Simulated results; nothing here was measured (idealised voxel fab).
The name of this process module is voxel air gaps.
Square cells of 5 nm make up the cross-section cut, whose width is 290 nm.
A cross-section is a grid of square cells, given in bands from the top down. A band is one or more rows of cells. The entry gives the band's vertical extent as a top height and a bottom height in nm, then its horizontal make-up as materials from left to right, each with a width in nm. "air" stands for empty space; a single material marked "edge to edge" fills the band edge to edge. Basically, 0 is our baseline, since under it the wafer straight out of the box is all one material. The bottom band has no lower end and keeps on going down, so it looks like "0 nm and below". A width such as "30 to 40" changes by the same amount from each row of cells to the next, from the band's top row to its bottom row. Step marked "no change"? Then no cell in the cross-section changed in it. Under "Enclosed empty spaces" you'll find the enclosed gaps, the ones with no way out to the top, that are 8 cells or bigger; each reads width x height at distance, with distance counted from the left edge, everything in nm. The remark found on a step's line after its settings is issued by the simulator itself and pertains to that step. overlay nm, on a step with a mask: how far to the right of its planned place the mask lay; to the left if negative.
### plan
1,RECEIVE | material Si
2,CONFORMAL_DEP | material SiO2 | thk nm 10
3,CONFORMAL_DEP | material SiCN | thk nm 5
4,DIRECTIONAL_DEP | material lowk | thk nm 40
5,PATTERN | tone open | mask id LINES | material resist | width nm 15 | pitch nm 40 | thk nm 15 | overlay nm 0
6,DIRECTIONAL_ETCH | etch materials lowk | depth nm 40
7,STRIP | etch materials resist
8,CONFORMAL_DEP | material TiN | thk nm 5
9,FILL_DEP | material Ru | thk nm 10
10,CMP | height nm 55
11,EPI | material Ru | thk nm 10
12,SELECTIVE_ETCH | etch materials lowk | depth nm 50
13,CONFORMAL_DEP | material SiCN | thk nm 5
### Cross-section of the wafer at receipt, which is the condition after step 1
    0 nm and below  Si edge to edge
    Enclosed empty spaces: none
### First of two wafers: cross-section at end of module, run per plan
    70 nm to 65 nm  air: 80; SiCN: 125; air: 85
    65 nm to 55 nm  air: 80; SiCN: 5; Ru: 35; SiCN: 5; Ru: 35; SiCN: 5; Ru: 35; SiCN: 5; air: 85
    55 nm to 50 nm  air: 80; SiCN: 15; TiN: 5; Ru: 5; TiN: 5; SiCN: 25; TiN: 5; Ru: 5; TiN: 5; SiCN: 25; TiN: 5; Ru: 5; TiN: 5; SiCN: 15; air: 85
    50 nm to 20 nm  air: 90; SiCN: 5; TiN: 5; Ru: 5; TiN: 5; SiCN: 5; air: 15; SiCN: 5; TiN: 5; Ru: 5; TiN: 5; SiCN: 5; air: 15; SiCN: 5; TiN: 5; Ru: 5; TiN: 5; SiCN: 5; air: 95
    20 nm to 15 nm  SiCN: 95; TiN: 15; SiCN: 25; TiN: 15; SiCN: 25; TiN: 15; SiCN: 100
    15 nm to 10 nm  SiCN edge to edge
    10 nm to 0 nm  SiO2 edge to edge
    0 nm and below  Si edge to edge
    Enclosed empty spaces: 15 x 30 at 115; 15 x 30 at 155
### Cross-section, wafer two of two, end of module: same start and plan as wafer one, one error in execution
    70 nm to 65 nm  air: 80; SiCN: 125; air: 85
    65 nm to 55 nm  air: 80; SiCN: 5; Ru: 35; SiCN: 5; Ru: 35; SiCN: 5; Ru: 35; SiCN: 5; air: 85
    55 nm to 50 nm  air: 80; SiCN: 15; TiN: 5; Ru: 5; TiN: 5; SiCN: 25; TiN: 5; Ru: 5; TiN: 5; SiCN: 25; TiN: 5; Ru: 5; TiN: 5; SiCN: 15; air: 85
    50 nm to 20 nm  air: 90; SiCN: 5; TiN: 5; Ru: 5; TiN: 5; SiCN: 5; air: 15; SiCN: 5; TiN: 5; Ru: 5; TiN: 5; SiCN: 5; air: 15; SiCN: 5; TiN: 5; Ru: 5; TiN: 5; SiCN: 5; air: 95
    20 nm to 15 nm  SiCN: 95; TiN: 15; SiCN: 25; TiN: 15; SiCN: 25; TiN: 15; SiCN: 100
    15 nm to 10 nm  SiCN edge to edge
    10 nm to 0 nm  Ru edge to edge
    0 nm and below  Si edge to edge
    Enclosed empty spaces: 15 x 30 at 115; 15 x 30 at 155
Misprocessing identified: off-plan run, step 2, actual operation and settings CONFORMAL_DEP | material Ru | thk nm 10
Looking at both finished wafers in cells, the second ends up ahead of or behind the first on some materials: Ru +116 | SiO2 -116
